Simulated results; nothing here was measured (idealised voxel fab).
The following is a process module called voxel ribs on slabs.
For reference, the cross-section in this document is cut, with width 265 nm and square cells of 5 nm.
Just so we're on the same page, the cross-sections are grids of square cells, and they're listed out in bands top to bottom, each band one or more rows deep.
A band entry consists of two parts. The first gives the height of the band's top and the height of its bottom, in nm. The rest lists the band's materials from left to right, each with its width in nm. A single material labelled with the word "everywhere" fills the band from edge to edge, and the word "blank" marks empty space.
Ref level 0: as-received wafer is one material below here. Bottom band extends down with no lower bound ("0 and below").
Graded width ("30 to 40"): value in top row of band = first number; value in bottom row = second number; row-to-row change constant.
You'll sometimes find "stayed the same" written for a step, and that's the way of saying that nowhere in the cross-section did a cell change during that step.
Entry "Closed cavities". Content: empty spaces with no open connection to the top, size 8 cells or greater. Each: width x height at distance. Distance: from left edge. Unit: nm.
Text after the settings on a step's line: the simulator's own remark on that step.
Each step line may optionally specify "overlay nm", which for a step with a mask gives the rightward distance between the mask's planned place and where it lay, a negative value indicating the leftward direction.

The process steps that were planned are listed below
1: RECEIVE | material Si
2: DIRECTIONAL_DEP | material SiO2 | thk nm 30
3: DIRECTIONAL_DEP | material SiN | thk nm 25
4: PATTERN | tone cover | mask id RIB | material resist | width nm 20 | thk nm 15 | overlay nm 0
5: DIRECTIONAL_ETCH | etch materials SiN | depth nm 15
6: STRIP | etch materials resist
7: PATTERN | tone cover | mask id SLAB | material resist | width nm 70 | thk nm 20 | overlay nm 0
8: DIRECTIONAL_ETCH | etch materials SiN | depth nm 10
9: STRIP | etch materials resist
10: FILL_DEP | material SiO2 | thk nm 15
11: CMP | height nm 65
12: DIRECTIONAL_DEP | material W | thk nm 5
13: PATTERN | tone cover | mask id HEATER | material resist | width nm 30 | thk nm 15 | overlay nm 0
14: DIRECTIONAL_ETCH | etch materials W | depth nm 5
15: STRIP | etch materials resist
16: CONFORMAL_DEP | material SiO2 | thk nm 10

Cross-section: wafer on arrival = after step 1
0 and below  Si everywhere
Closed cavities: none

Cross-section, first of two wafers, end of module, run as planned
80 down to 75  blank 105, SiO2 50, blank 110
75 down to 70  SiO2 everywhere
70 down to 65  SiO2 115, W 30, SiO2 120
65 down to 55  SiO2 everywhere
55 down to 40  SiO2 120, SiN 20, SiO2 125
40 down to 30  SiO2 95, SiN 70, SiO2 100
30 down to 0  SiO2 everywhere
0 and below  Si everywhere
Closed cavities: none

Cross-sectional image of the second wafer of the two following completion of the module. Starting state and process plan were the same as for the first wafer; one execution error occurred
70 down to 65  blank 115, W 30, blank 120
65 down to 55  SiO2 everywhere
55 down to 40  SiO2 120, SiN 20, SiO2 125
40 down to 30  SiO2 95, SiN 70, SiO2 100
30 down to 0  SiO2 everywhere
0 and below  Si everywhere
Closed cavities: none
Want to know what went wrong? step 16 of the plan never got run, it was skipped over
At the finish, the second wafer shows more or fewer cells for some materials than the first does: SiO2 -110
